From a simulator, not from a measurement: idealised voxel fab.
Documented hereafter: the process module known as voxel ribs on slabs.
Square cells of 5 nm make up the cross-section cut, whose width is 150 nm.
Heads up, the way a cross-section reads in here is a grid of square cells, handed over as bands from the top down, with every band being one or more rows of cells.
Basically the band line says how high the top is and how high the bottom is, in nm, and then what's in it from left to right, every material with its width in nm. Empty space shows up as "air", and if a single material carries "edge to edge" it runs the full band edge to edge.
Heights are measured from 0, the level below which the as-received wafer is all one material; the lowest band has no bottom and continues downward, written as in "0 and below".
Graded width ("30->40"): value in top row of band = first number; value in bottom row = second number; row-to-row change constant.
"no change occurred" means the step left every cell of the cross-section as it was.
"Voids, sealed" enumerates empty spaces isolated from the top, with no open way to it, that contain at least 8 cells, giving each as width x height at distance from the left edge, all three in nm.
Where a step's line continues beyond its settings, the continuation is a remark by the simulator itself on that step.
"overlay nm", when on a step's line for a step with a mask, measures how far to the right of its planned place the mask lay; a negative measure means to the left.
Process steps foreseen in the plan:
1. op RECEIVE | material Si
2. op DIRECTIONAL_DEP | material SiO2 | thk nm 20
3. op DIRECTIONAL_DEP | material polySi | thk nm 25
4. op MASKED_ETCH | tone cover | mask id RIB | width nm 20 | etch materials polySi | depth nm 15 | overlay nm 0
5. op DIRECTIONAL_DEP | material aC | thk nm 15
6. op PATTERN | tone cover | mask id SLAB | material resist | width nm 50 | thk nm 30 | overlay nm 0
7. op DIRECTIONAL_ETCH | etch materials aC | depth nm 15
8. op STRIP | etch materials resist
9. op DIRECTIONAL_ETCH | etch materials polySi | depth nm 10
10. op STRIP | etch materials aC
11. op FILL_DEP | material SiO2 | thk nm 15
12. op CMP | height nm 55
13. op DIRECTIONAL_DEP | material W | thk nm 5
14. op DIRECTIONAL_DEP | material aC | thk nm 15
15. op PATTERN | tone cover | mask id HEATER | material resist | width nm 30 | thk nm 30 | overlay nm 0
16. op DIRECTIONAL_ETCH | etch materials aC | depth nm 15
17. op STRIP | etch materials resist
18. op DIRECTIONAL_ETCH | etch materials W | depth nm 5
19. op STRIP | etch materials aC
20. op CONFORMAL_DEP | material SiO2 | thk nm 10
Delivered wafer in cross-section: state after step 1:
* 0 and below  Si edge to edge
* Voids, sealed: none
First of two wafers at the end of the module, shown in cross-section; run carried out as planned:
* 70 down to 65  air (50) / SiO2 (50) / air (50)
* 65 down to 60  SiO2 edge to edge
* 60 down to 55  SiO2 (60) / W (30) / SiO2 (60)
* 55 down to 45  SiO2 edge to edge
* 45 down to 30  SiO2 (65) / polySi (20) / SiO2 (65)
* 30 down to 20  SiO2 (50) / polySi (50) / SiO2 (50)
* 20 down to 0  SiO2 edge to edge
* 0 and below  Si edge to edge
* Voids, sealed: none
Second wafer cross-section at end of module - shared start and plan with the first, one mistake in the run:
* 70 down to 65  air (50) / SiO2 (50) / air (50)
* 65 down to 60  SiO2 edge to edge
* 60 down to 55  SiO2 (60) / W (30) / SiO2 (60)
* 55 down to 45  SiO2 (50) / polySi (50) / SiO2 (50)
* 45 down to 20  polySi edge to edge
* 20 down to 0  SiO2 edge to edge
* 0 and below  Si edge to edge
* Voids, sealed: none
Heads up, the wafer didn't run the way we planned it: the plan's step 3 ran twice
It is noted that, at the conclusion of processing, the second wafer exhibits a higher or lower cell count for certain materials relative to the first: 138 fewer of SiO2, 138 more of polySi
